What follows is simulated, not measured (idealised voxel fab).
You're looking at the process module voxel wiring stack.
The cross-section shown here is cut; it is 260 nm wide and divided into square cells measuring 5 nm on a side.
Each cross-section below is a grid of square cells, stated as bands in top-down order, with one or more rows of cells making up each band. Read a band's entry like this: the first values are the height of its top and the height of its bottom in nm, and what follows is the sequence of materials from left to right, each with its width in nm. Note that "blank" is empty space, and that a single material marked "everywhere" reaches across the band from edge to edge. Heads up on the height convention: 0 is the point under which the incoming wafer is all one material, and the lowest band has no bottom, it just keeps going down, like "0 -> down". Per-row width for "30->40": begins at first number (top row of band), ends at second number (bottom row), increment between rows held constant. "same as before" (step): cross-section cells unchanged, all of them. Enclosed voids (no open way to top), threshold 8 cells or more, entry "Entrapped void list", notation width x height at distance, distance from left edge, nm. Heads up: the bit after the settings on a step's line is the simulator's remark on that step. Each step line may optionally specify "overlay nm", which for a step with a mask gives the rightward distance between the mask's planned place and where it lay, a negative value indicating the leftward direction.
-- Planned step list for the process
1,RECEIVE,material Si
2,CONFORMAL_DEP,material SiO2,thk nm 10
3,DIRECTIONAL_DEP,material TiN,thk nm 5
4,DIRECTIONAL_DEP,material Ru,thk nm 25
5,DIRECTIONAL_DEP,material aC,thk nm 10
6,PATTERN,tone cover,mask id METAL_1,material resist,width nm 20,pitch nm 50,thk nm 25,overlay nm 0
7,DIRECTIONAL_ETCH,etch materials aC,depth nm 10
8,STRIP,etch materials resist
9,DIRECTIONAL_ETCH,etch materials Ru,depth nm 25
10,DIRECTIONAL_ETCH,etch materials TiN,depth nm 5
11,STRIP,etch materials aC
12,CONFORMAL_DEP,material SiN,thk nm 5
13,FILL_DEP,material lowk,thk nm 10
14,CMP,height nm 40
15,CONFORMAL_DEP,material SiCN,thk nm 5
16,DIRECTIONAL_DEP,material lowk,thk nm 25
17,MASKED_ETCH,tone open,mask id METAL_2_HOLES,width nm 15,pitch nm 50,etch materials lowk,depth nm 25,overlay nm 0
18,PATTERN,tone open,mask id METAL_2,material resist,width nm 20,pitch nm 50,thk nm 20,overlay nm 0
19,DIRECTIONAL_ETCH,etch materials lowk,depth nm 15
20,DIRECTIONAL_ETCH,etch materials SiCN,depth nm 5
21,STRIP,etch materials resist
22,CONFORMAL_DEP,material TiN,thk nm 5
23,FILL_DEP,material Ru,thk nm 5
24,CMP,height nm 70
25,CONFORMAL_DEP,material SiCN,thk nm 5
26,DIRECTIONAL_DEP,material lowk,thk nm 35
27,PATTERN,tone open,mask id METAL_3,material resist,width nm 20,pitch nm 50,thk nm 20,overlay nm 0
28,DIRECTIONAL_ETCH,etch materials lowk,depth nm 20
29,STRIP,etch materials resist
30,MASKED_ETCH,tone open,mask id METAL_3_HOLES,width nm 15,pitch nm 50,etch materials lowk,depth nm 15,overlay nm 0
31,MASKED_ETCH,tone open,mask id METAL_3_HOLES,width nm 15,pitch nm 50,etch materials SiCN,depth nm 5,overlay nm 0
32,CONFORMAL_DEP,material TiN,thk nm 5
33,FILL_DEP,material Cu,thk nm 5
34,CMP,height nm 110
35,CONFORMAL_DEP,material SiCN,thk nm 5
-- Here's what the wafer looked like in cross-section when it arrived - that's after step 1
	0 -> down  Si everywhere
	Entrapped void list: none
-- End-of-module XS, first of two wafers, run as planned
	115 -> 110  SiCN everywhere
	110 -> 95  lowk: 45  TiN: 5  Cu: 10  TiN: 5  lowk: 30  TiN: 5  Cu: 10  TiN: 5  lowk: 30  TiN: 5  Cu: 10  TiN: 5  lowk: 30  TiN: 5  Cu: 10  TiN: 5  lowk: 45
	95 -> 90  lowk: 45  TiN: 5  Cu: 5  TiN: 10  lowk: 30  TiN: 5  Cu: 5  TiN: 10  lowk: 30  TiN: 5  Cu: 5  TiN: 10  lowk: 30  TiN: 5  Cu: 5  TiN: 10  lowk: 45
	90 -> 75  lowk: 45  TiN: 5  Cu: 5  TiN: 5  lowk: 35  TiN: 5  Cu: 5  TiN: 5  lowk: 35  TiN: 5  Cu: 5  TiN: 5  lowk: 35  TiN: 5  Cu: 5  TiN: 5  lowk: 50
	75 -> 70  SiCN: 45  TiN: 15  SiCN: 35  TiN: 15  SiCN: 35  TiN: 15  SiCN: 35  TiN: 15  SiCN: 50
	70 -> 60  lowk: 45  TiN: 5  Ru: 10  TiN: 5  lowk: 30  TiN: 5  Ru: 10  TiN: 5  lowk: 30  TiN: 5  Ru: 10  TiN: 5  lowk: 30  TiN: 5  Ru: 10  TiN: 5  lowk: 45
	60 -> 55  lowk: 45  TiN: 5  Ru: 5  TiN: 10  lowk: 30  TiN: 5  Ru: 5  TiN: 10  lowk: 30  TiN: 5  Ru: 5  TiN: 10  lowk: 30  TiN: 5  Ru: 5  TiN: 10  lowk: 45
	55 -> 45  lowk: 45  TiN: 5  Ru: 5  TiN: 5  lowk: 35  TiN: 5  Ru: 5  TiN: 5  lowk: 35  TiN: 5  Ru: 5  TiN: 5  lowk: 35  TiN: 5  Ru: 5  TiN: 5  lowk: 50
	45 -> 40  SiCN: 45  TiN: 15  SiCN: 35  TiN: 15  SiCN: 35  TiN: 15  SiCN: 35  TiN: 15  SiCN: 50
	40 -> 15  lowk: 40  SiN: 5  Ru: 20  SiN: 5  lowk: 20  SiN: 5  Ru: 20  SiN: 5  lowk: 20  SiN: 5  Ru: 20  SiN: 5  lowk: 20  SiN: 5  Ru: 20  SiN: 5  lowk: 40
	15 -> 10  SiN: 45  TiN: 20  SiN: 30  TiN: 20  SiN: 30  TiN: 20  SiN: 30  TiN: 20  SiN: 45
	10 -> 0  SiO2 everywhere
	0 -> down  Si everywhere
	Entrapped void list: none
-- Second of two wafers, module complete, sectioned: it shares the first wafer's start and plan but was run with one mistake
	115 -> 110  SiCN everywhere
	110 -> 95  lowk: 45  TiN: 5  Cu: 10  TiN: 5  lowk: 30  TiN: 5  Cu: 10  TiN: 5  lowk: 30  TiN: 5  Cu: 10  TiN: 5  lowk: 30  TiN: 5  Cu: 10  TiN: 5  lowk: 45
	95 -> 90  lowk: 45  TiN: 5  Cu: 5  TiN: 10  lowk: 30  TiN: 5  Cu: 5  TiN: 10  lowk: 30  TiN: 5  Cu: 5  TiN: 10  lowk: 30  TiN: 5  Cu: 5  TiN: 10  lowk: 45
	90 -> 75  lowk: 45  TiN: 5  Cu: 5  TiN: 5  lowk: 35  TiN: 5  Cu: 5  TiN: 5  lowk: 35  TiN: 5  Cu: 5  TiN: 5  lowk: 35  TiN: 5  Cu: 5  TiN: 5  lowk: 50
	75 -> 70  SiCN: 45  TiN: 15  SiCN: 35  TiN: 15  SiCN: 35  TiN: 15  SiCN: 35  TiN: 15  SiCN: 50
	70 -> 60  Ru: 55  TiN: 5  lowk: 5  TiN: 5  Ru: 35  TiN: 5  lowk: 5  TiN: 5  Ru: 35  TiN: 5  lowk: 5  TiN: 5  Ru: 35  TiN: 5  lowk: 5  TiN: 5  Ru: 40
	60 -> 55  TiN: 50  Ru: 5  TiN: 5  lowk: 5  TiN: 35  Ru: 5  TiN: 5  lowk: 5  TiN: 35  Ru: 5  TiN: 5  lowk: 5  TiN: 35  Ru: 5  TiN: 5  lowk: 5  TiN: 45
	55 -> 50  lowk: 45  TiN: 5  Ru: 5  TiN: 5  lowk: 35  TiN: 5  Ru: 5  TiN: 5  lowk: 35  TiN: 5  Ru: 5  TiN: 5  lowk: 35  TiN: 5  Ru: 5  TiN: 5  lowk: 50
	50 -> 45  lowk: 45  TiN: 15  lowk: 35  TiN: 15  lowk: 35  TiN: 15  lowk: 35  TiN: 15  lowk: 50
	45 -> 40  SiCN everywhere
	40 -> 15  lowk: 40  SiN: 5  Ru: 20  SiN: 5  lowk: 20  SiN: 5  Ru: 20  SiN: 5  lowk: 20  SiN: 5  Ru: 20  SiN: 5  lowk: 20  SiN: 5  Ru: 20  SiN: 5  lowk: 40
	15 -> 10  SiN: 45  TiN: 20  SiN: 30  TiN: 20  SiN: 30  TiN: 20  SiN: 30  TiN: 20  SiN: 45
	10 -> 0  SiO2 everywhere
	0 -> down  Si everywhere
	Entrapped void list: none
Error vs. plan: step 18 was run on a setting that differed from the plan, and what really ran there is PATTERN,tone cover,mask id METAL_2,material resist,width nm 20,pitch nm 50,thk nm 20,overlay nm 0
FYI, end of process, the second wafer has more or fewer cells of some materials than the first: Ru: 60 more; SiCN: 12 more; TiN: 24 more; lowk: 96 fewer
